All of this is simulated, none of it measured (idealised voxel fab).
The document below concerns the process module designated voxel spacer lines.
FYI the section here is cut, 250 nm wide, cells are 5 nm squares.
Cross-section spec: square-cell grid; bands listed top down; each band is one or more rows.
A band entry consists of two parts. The first gives the height of the band's top and the height of its bottom, in nm. The rest lists the band's materials from left to right, each with its width in nm. A single material labelled with the word "everywhere" fills the band from edge to edge, and the word "empty" marks empty space.
Height is counted from the level 0, under which the received wafer is composed throughout of one material. The lowest of the bands is not closed at the bottom but continues downward, in the notation "0..down".
So if you see something like "30->40" for the width, read it as the top row of the band sitting at the first number and the bottom row at the second, with every row in between moving by the same amount as the last.
"changes: none" for a step: no cell of the cross-section changed in that step.
Reported under the label "Enclosed void catalog" are the empty spaces having no open way to the top and comprising 8 cells or more; the notation for each is width x height at distance, in which the distance is measured from the left edge and all three values are in nm.
Whatever follows a step's settings on its line is a remark the simulator itself makes about that step.
"overlay nm" denotes, for a step that has a mask, the displacement of the mask to the right of its planned place, with negative values corresponding to the left.
The steps planned for the process are as follows
- 1: RECEIVE (material Si)
- 2: CONFORMAL_DEP (material Al2O3; thk nm 10)
- 3: DIRECTIONAL_DEP (material TiN; thk nm 10)
- 4: DIRECTIONAL_DEP (material aC; thk nm 20)
- 5: PATTERN (tone cover; mask id MANDREL; material resist; width nm 20; pitch nm 60; thk nm 30; overlay nm 0)
- 6: DIRECTIONAL_ETCH (etch materials aC; depth nm 20)
- 7: STRIP (etch materials resist)
- 8: CONFORMAL_DEP (material SiO2; thk nm 10)
- 9: DIRECTIONAL_ETCH (etch materials SiO2; depth nm 10)
- 10: STRIP (etch materials aC)
- 11: DIRECTIONAL_ETCH (etch materials TiN; depth nm 10)
- 12: STRIP (etch materials SiO2)
- 13: FILL_DEP (material SiO2; thk nm 5)
- 14: CMP (height nm 20)
First of two wafers, processed according to plan
Wafer as received: cross-section following step 1
  0..down | Si everywhere
  Enclosed void catalog: none
After step 2: wafer cross-section
  10..0 | Al2O3 everywhere
  Under the height 0 nothing was changed.
After step 3: wafer cross-section
  20..10 | TiN everywhere
  Under the height 10 nothing was changed.
After step 4: wafer cross-section
  40..20 | aC everywhere
  Under the height 20 nothing was changed.
After step 5: wafer cross-section
  70..40 | empty: 55, resist: 20, empty: 40, resist: 20, empty: 40, resist: 20, empty: 55
  Under the height 40 nothing was changed.
After step 6: wafer cross-section
  50..40 | empty: 55, resist: 20, empty: 40, resist: 20, empty: 40, resist: 20, empty: 55
  40..20 | empty: 55, aC: 20, empty: 40, aC: 20, empty: 40, aC: 20, empty: 55
  Under the height 20 nothing was changed.
After step 7: wafer cross-section
  40..20 | empty: 55, aC: 20, empty: 40, aC: 20, empty: 40, aC: 20, empty: 55
  Under the height 20 nothing was changed.
After step 8: wafer cross-section
  50..40 | empty: 45, SiO2: 40, empty: 20, SiO2: 40, empty: 20, SiO2: 40, empty: 45
  40..30 | empty: 45, SiO2: 10, aC: 20, SiO2: 10, empty: 20, SiO2: 10, aC: 20, SiO2: 10, empty: 20, SiO2: 10, aC: 20, SiO2: 10, empty: 45
  30..20 | SiO2: 55, aC: 20, SiO2: 40, aC: 20, SiO2: 40, aC: 20, SiO2: 55
  Under the height 20 nothing was changed.
After step 9: wafer cross-section
  40..20 | empty: 45, SiO2: 10, aC: 20, SiO2: 10, empty: 20, SiO2: 10, aC: 20, SiO2: 10, empty: 20, SiO2: 10, aC: 20, SiO2: 10, empty: 45
  Under the height 20 nothing was changed.
After step 10: wafer cross-section
  40..20 | empty: 45, SiO2: 10, empty: 20, SiO2: 10, empty: 20, SiO2: 10, empty: 20, SiO2: 10, empty: 20, SiO2: 10, empty: 20, SiO2: 10, empty: 45
  Under the height 20 nothing was changed.
After step 11: wafer cross-section
  40..20 | empty: 45, SiO2: 10, empty: 20, SiO2: 10, empty: 20, SiO2: 10, empty: 20, SiO2: 10, empty: 20, SiO2: 10, empty: 20, SiO2: 10, empty: 45
  20..10 | empty: 45, TiN: 10, empty: 20, TiN: 10, empty: 20, TiN: 10, empty: 20, TiN: 10, empty: 20, TiN: 10, empty: 20, TiN: 10, empty: 45
  Under the height 10 nothing was changed.
After step 12: wafer cross-section
  20..10 | empty: 45, TiN: 10, empty: 20, TiN: 10, empty: 20, TiN: 10, empty: 20, TiN: 10, empty: 20, TiN: 10, empty: 20, TiN: 10, empty: 45
  Under the height 10 nothing was changed.
After step 13: wafer cross-section
  25..20 | SiO2 everywhere
  20..10 | SiO2: 45, TiN: 10, SiO2: 20, TiN: 10, SiO2: 20, TiN: 10, SiO2: 20, TiN: 10, SiO2: 20, TiN: 10, SiO2: 20, TiN: 10, SiO2: 45
  Under the height 10 nothing was changed.
After step 14: wafer cross-section
  20..10 | SiO2: 45, TiN: 10, SiO2: 20, TiN: 10, SiO2: 20, TiN: 10, SiO2: 20, TiN: 10, SiO2: 20, TiN: 10, SiO2: 20, TiN: 10, SiO2: 45
  Under the height 10 nothing was changed.
The second wafer was prepared from the same starting point and under the same plan as the first; its processing contained one mistake, and it remains indistinguishable from the first wafer up to and including step 1
When step 2 should have ended
  5..0 | Al2O3 everywhere
  Under the height 0 nothing was changed.
When step 3 should have ended
  15..5 | TiN everywhere
  Under the height 5 nothing was changed.
When step 4 should have ended
  35..15 | aC everywhere
  Under the height 15 nothing was changed.
When step 5 should have ended
  65..35 | empty: 55, resist: 20, empty: 40, resist: 20, empty: 40, resist: 20, empty: 55
  Under the height 35 nothing was changed.
When step 6 should have ended
  45..35 | empty: 55, resist: 20, empty: 40, resist: 20, empty: 40, resist: 20, empty: 55
  35..15 | empty: 55, aC: 20, empty: 40, aC: 20, empty: 40, aC: 20, empty: 55
  Under the height 15 nothing was changed.
When step 7 should have ended
  35..15 | empty: 55, aC: 20, empty: 40, aC: 20, empty: 40, aC: 20, empty: 55
  Under the height 15 nothing was changed.
When step 8 should have ended
  45..35 | empty: 45, SiO2: 40, empty: 20, SiO2: 40, empty: 20, SiO2: 40, empty: 45
  35..25 | empty: 45, SiO2: 10, aC: 20, SiO2: 10, empty: 20, SiO2: 10, aC: 20, SiO2: 10, empty: 20, SiO2: 10, aC: 20, SiO2: 10, empty: 45
  25..15 | SiO2: 55, aC: 20, SiO2: 40, aC: 20, SiO2: 40, aC: 20, SiO2: 55
  Under the height 15 nothing was changed.
When step 9 should have ended
  35..15 | empty: 45, SiO2: 10, aC: 20, SiO2: 10, empty: 20, SiO2: 10, aC: 20, SiO2: 10, empty: 20, SiO2: 10, aC: 20, SiO2: 10, empty: 45
  Under the height 15 nothing was changed.
When step 10 should have ended
  35..15 | empty: 45, SiO2: 10, empty: 20, SiO2: 10, empty: 20, SiO2: 10, empty: 20, SiO2: 10, empty: 20, SiO2: 10, empty: 20, SiO2: 10, empty: 45
  Under the height 15 nothing was changed.
When step 11 should have ended
  35..15 | empty: 45, SiO2: 10, empty: 20, SiO2: 10, empty: 20, SiO2: 10, empty: 20, SiO2: 10, empty: 20, SiO2: 10, empty: 20, SiO2: 10, empty: 45
  15..5 | empty: 45, TiN: 10, empty: 20, TiN: 10, empty: 20, TiN: 10, empty: 20, TiN: 10, empty: 20, TiN: 10, empty: 20, TiN: 10, empty: 45
  Under the height 5 nothing was changed.
When step 12 should have ended
  15..5 | empty: 45, TiN: 10, empty: 20, TiN: 10, empty: 20, TiN: 10, empty: 20, TiN: 10, empty: 20, TiN: 10, empty: 20, TiN: 10, empty: 45
  Under the height 5 nothing was changed.
When step 13 should have ended
  20..15 | SiO2 everywhere
  15..5 | SiO2: 45, TiN: 10, SiO2: 20, TiN: 10, SiO2: 20, TiN: 10, SiO2: 20, TiN: 10, SiO2: 20, TiN: 10, SiO2: 20, TiN: 10, SiO2: 45
  Under the height 5 nothing was changed.
when step 14 should have ended: changes: none
Deviation noted in wafer processing: heads up, step 2 didn't go per plan, it actually ran as CONFORMAL_DEP (material Al2O3; thk nm 5)
In the final state, the cell counts of the second wafer exceed or fall short of those of the first for the following materials: Al2O3 -50, SiO2 +50
